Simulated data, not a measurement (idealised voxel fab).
process module | voxel ribs on slabs
cross-section cut | 295 nm wide | cells 5 nm
A cross-section is a grid of square cells, given in bands from the top down. A band is one or more rows of cells.
Each band's line starts with the height of the band's top and of its bottom, in nm. Then come its materials from left to right, each with its width in nm. One material with "throughout" fills the band from edge to edge. "air" is empty space.
Height 0 is the level under which the wafer as received is all one material. The lowest band goes on downwards, as in "0 down".
A width such as "30 to 40" changes by the same amount from each row of cells to the next, from the band's top row to its bottom row.
"no change" after a step means that no cell of the cross-section changed.
closed voids: empty space of 8 cells or more with no open way to the top, each as width x height at its distance from the left edge, in nm
after a step's settings: what the simulator itself notes on the step
overlay nm, on a step with a mask: how far to the right of its planned place the mask lay; to the left if negative
plan
1 op RECEIVE | material Si
2 op DIRECTIONAL_DEP | material SiO2 | thk nm 20
3 op DIRECTIONAL_DEP | material SiN | thk nm 15
4 op PATTERN | tone cover | mask id RIB | material resist | width nm 25 | thk nm 15 | overlay nm 0
5 op DIRECTIONAL_ETCH | etch materials SiN | depth nm 10
6 op STRIP | etch materials resist
7 op PATTERN | tone cover | mask id SLAB | material resist | width nm 65 | thk nm 15 | overlay nm 0
8 op DIRECTIONAL_ETCH | etch materials SiN | depth nm 5
9 op STRIP | etch materials resist
10 op FILL_DEP | material SiO2 | thk nm 15
11 op CMP | height nm 45
12 op DIRECTIONAL_DEP | material TiN | thk nm 10
13 op MASKED_ETCH | tone cover | mask id HEATER | width nm 35 | etch materials TiN | depth nm 10 | overlay nm 0
14 op CONFORMAL_DEP | material SiN | thk nm 10
as received, after step 1
  0 down: Si throughout
  closed voids: none
first wafer at the end, as planned
  65 to 55: air 120 | SiN 55 | air 120
  55 to 45: SiN 130 | TiN 35 | SiN 130
  45 to 35: SiO2 throughout
  35 to 25: SiO2 135 | SiN 25 | SiO2 135
  25 to 20: SiO2 115 | SiN 65 | SiO2 115
  20 to 0: SiO2 throughout
  0 down: Si throughout
  closed voids: none
second wafer at the end: like start, like plan, one mistake
  65 to 55: air 120 | SiN 55 | air 120
  55 to 45: SiN 130 | TiN 35 | SiN 130
  45 to 35: SiO2 throughout
  35 to 25: SiO2 135 | SiN 25 | SiO2 135
  25 to 20: SiO2 115 | SiN 65 | SiO2 115
  20 to 0: TiN throughout
  0 down: Si throughout
  closed voids: none
what went wrong: step 2 ran as: op DIRECTIONAL_DEP | material TiN | thk nm 20
at the end the second wafer has, in cells: 236 fewer of SiO2 | 236 more of TiN
